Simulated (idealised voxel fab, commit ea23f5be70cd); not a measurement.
process module | voxel transistor to metal
cross-section cut | 185 nm wide | cells 5 nm
A cross-section is a grid of square cells, given in bands from the top down. A band is one or more rows of cells.
Each band's line starts with the height of the band's top and of its bottom, in nm. Then come its materials from left to right, each with its width in nm. One material with "throughout" fills the band from edge to edge. "air" is empty space.
Height 0 is the level under which the wafer as received is all one material. The lowest band goes on downwards, as in "0 down".
A width such as "30 to 40" changes by the same amount from each row of cells to the next, from the band's top row to its bottom row.
"no change" after a step means that no cell of the cross-section changed.
closed voids: empty space of 8 cells or more with no open way to the top, each as width x height at its distance from the left edge, in nm
after a step's settings: what the simulator itself notes on the step
overlay nm, on a step with a mask: how far to the right of its planned place the mask lay; to the left if negative
plan
1 op RECEIVE | material Si
2 op OXIDIZE | depth nm 5
3 op CONFORMAL_DEP | material SiN | thk nm 10
4 op DIRECTIONAL_DEP | material aC | thk nm 15
5 op PATTERN | tone cover | mask id ACTIVE | material resist | width nm 110 | thk nm 30 | overlay nm 0
6 op DIRECTIONAL_ETCH | etch materials aC | depth nm 15
7 op STRIP | etch materials resist
8 op DIRECTIONAL_ETCH | etch materials SiN | depth nm 10
9 op DIRECTIONAL_ETCH | etch materials SiO2 | depth nm 5
10 op DIRECTIONAL_ETCH | etch materials Si | depth nm 30
11 op STRIP | etch materials aC
12 op FILL_DEP | material SiO2 | thk nm 15
13 op CMP | height nm 10
14 op SELECTIVE_ETCH | etch materials SiO2 | depth nm 10
15 op STRIP | etch materials SiN
16 op SELECTIVE_ETCH | etch materials SiO2 | depth nm 5
17 op OXIDIZE | depth nm 5
18 op DIRECTIONAL_DEP | material polySi | thk nm 20
19 op DIRECTIONAL_DEP | material SiCN | thk nm 10
20 op MASKED_ETCH | tone cover | mask id GATE | width nm 30 | etch materials SiCN | depth nm 20 | overlay nm 0
21 op MASKED_ETCH | tone cover | mask id GATE | width nm 30 | etch materials polySi | depth nm 30 | overlay nm 0
22 op CONFORMAL_DEP | material SiO2 | thk nm 5
23 op DIRECTIONAL_ETCH | etch materials SiO2 | depth nm 5
24 op CONFORMAL_DEP | material SiN | thk nm 5
25 op DIRECTIONAL_ETCH | etch materials SiN | depth nm 5
26 op DIRECTIONAL_ETCH | etch materials SiO2 | depth nm 5
27 op DIRECTIONAL_ETCH | etch materials Si | depth nm 10
28 op EPI | material nSi | thk nm 15
29 op FILL_DEP | material SiO2 | thk nm 5
30 op CMP | height nm 15
31 op STRIP | etch materials polySi
32 op SELECTIVE_ETCH | etch materials SiO2 | depth nm 5
33 op CONFORMAL_DEP | material HfO2 | thk nm 5
34 op CONFORMAL_DEP | material TiN | thk nm 5
35 op FILL_DEP | material W | thk nm 10
36 op CMP | height nm 10
37 op DIRECTIONAL_DEP | material SiO2 | thk nm 10
38 op DIRECTIONAL_DEP | material aC | thk nm 10
39 op PATTERN | tone open | mask id CONTACT | material resist | width nm 15 | pitch nm 75 | thk nm 30 | overlay nm 0
40 op DIRECTIONAL_ETCH | etch materials aC | depth nm 10
41 op STRIP | etch materials resist
42 op DIRECTIONAL_ETCH | etch materials SiO2 | depth nm 25
43 op STRIP | etch materials aC
44 op CONFORMAL_DEP | material TiN | thk nm 5
45 op FILL_DEP | material Ru | thk nm 10
46 op CMP | height nm 20
47 op CONFORMAL_DEP | material SiN | thk nm 5
48 op DIRECTIONAL_DEP | material lowk | thk nm 25
49 op MASKED_ETCH | tone open | mask id METAL_1 | width nm 15 | pitch nm 75 | etch materials lowk | depth nm 25 | overlay nm 0
50 op MASKED_ETCH | tone open | mask id METAL_1 | width nm 15 | pitch nm 75 | etch materials SiN | depth nm 5 | overlay nm 0
51 op CONFORMAL_DEP | material TiN | thk nm 5
52 op FILL_DEP | material Ru | thk nm 10
53 op CMP | height nm 50
54 op EPI | material Ru | thk nm 5
55 op FILL_DEP | material SiCN | thk nm 5
56 op DIRECTIONAL_DEP | material lowk | thk nm 30
57 op PATTERN | tone open | mask id METAL_2 | material resist | width nm 15 | pitch nm 75 | thk nm 15 | overlay nm 0
58 op DIRECTIONAL_ETCH | etch materials lowk | depth nm 20
59 op STRIP | etch materials resist
60 op MASKED_ETCH | tone open | mask id METAL_2_HOLES | width nm 15 | pitch nm 75 | etch materials lowk | depth nm 10 | overlay nm 0
61 op MASKED_ETCH | tone open | mask id METAL_2_HOLES | width nm 15 | pitch nm 75 | etch materials SiCN | depth nm 5 | overlay nm 0
62 op CONFORMAL_DEP | material TiN | thk nm 5
63 op FILL_DEP | material Cu | thk nm 10
64 op CMP | height nm 90
65 op CONFORMAL_DEP | material SiN | thk nm 5
as received, after step 1
  0 down: Si throughout
  closed voids: none
first wafer at the end, as planned
  95 to 90: SiN throughout
  90 to 60: lowk 45 | TiN 5 | Cu 5 | TiN 5 | lowk 60 | TiN 5 | Cu 5 | TiN 5 | lowk 50
  60 to 55: SiCN 45 | TiN 15 | SiCN 60 | TiN 15 | SiCN 50
  55 to 50: SiCN 40 | Ru 25 | SiCN 50 | Ru 25 | SiCN 45
  50 to 25: lowk 45 | TiN 5 | Ru 5 | TiN 5 | lowk 60 | TiN 5 | Ru 5 | TiN 5 | lowk 50
  25 to 20: SiN 45 | TiN 15 | SiN 60 | TiN 15 | SiN 50
  20 to 10: SiO2 45 | TiN 5 | Ru 5 | TiN 5 | SiO2 60 | TiN 5 | Ru 5 | TiN 5 | SiO2 50
  10 to 5: SiO2 45 | TiN 15 | SiO2 5 | SiN 5 | HfO2 5 | TiN 5 | W 20 | TiN 5 | HfO2 5 | SiN 5 | SiO2 5 | TiN 15 | SiO2 50
  5 to 0: SiO2 45 | TiN 5 | nSi 15 | SiN 5 | HfO2 5 | TiN 5 | W 20 | TiN 5 | HfO2 5 | SiN 5 | nSi 15 | TiN 5 | SiO2 50
  0 to -5: SiO2 45 | TiN 5 | nSi 15 | SiN 5 | HfO2 5 | TiN 30 | HfO2 5 | SiN 5 | nSi 15 | TiN 5 | SiO2 50
  -5 to -10: SiO2 30 | nSi 35 | SiO2 5 | HfO2 40 | SiO2 5 | nSi 35 | SiO2 35
  -10 to -20: SiO2 35 | nSi 30 | Si 50 | nSi 30 | SiO2 40
  -20 to -35: SiO2 35 | Si 110 | SiO2 40
  -35 down: Si throughout
  closed voids: none
second wafer at the end: like start, like plan, one mistake
  95 to 90: SiN throughout
  90 to 60: lowk throughout
  60 to 55: SiCN throughout
  55 to 50: SiCN 40 | Ru 25 | SiCN 50 | Ru 25 | SiCN 45
  50 to 25: lowk 45 | TiN 5 | Ru 5 | TiN 5 | lowk 60 | TiN 5 | Ru 5 | TiN 5 | lowk 50
  25 to 20: SiN 45 | TiN 15 | SiN 60 | TiN 15 | SiN 50
  20 to 10: SiO2 45 | TiN 5 | Ru 5 | TiN 5 | SiO2 60 | TiN 5 | Ru 5 | TiN 5 | SiO2 50
  10 to 5: SiO2 45 | TiN 15 | SiO2 5 | SiN 5 | HfO2 5 | TiN 5 | W 20 | TiN 5 | HfO2 5 | SiN 5 | SiO2 5 | TiN 15 | SiO2 50
  5 to 0: SiO2 45 | TiN 5 | nSi 15 | SiN 5 | HfO2 5 | TiN 5 | W 20 | TiN 5 | HfO2 5 | SiN 5 | nSi 15 | TiN 5 | SiO2 50
  0 to -5: SiO2 45 | TiN 5 | nSi 15 | SiN 5 | HfO2 5 | TiN 30 | HfO2 5 | SiN 5 | nSi 15 | TiN 5 | SiO2 50
  -5 to -10: SiO2 30 | nSi 35 | SiO2 5 | HfO2 40 | SiO2 5 | nSi 35 | SiO2 35
  -10 to -20: SiO2 35 | nSi 30 | Si 50 | nSi 30 | SiO2 40
  -20 to -35: SiO2 35 | Si 110 | SiO2 40
  -35 down: Si throughout
  closed voids: none
what went wrong: step 56 was run twice
at the end the second wafer has, in cells: 12 fewer of Cu | 6 more of SiCN | 30 fewer of TiN | 36 more of lowk
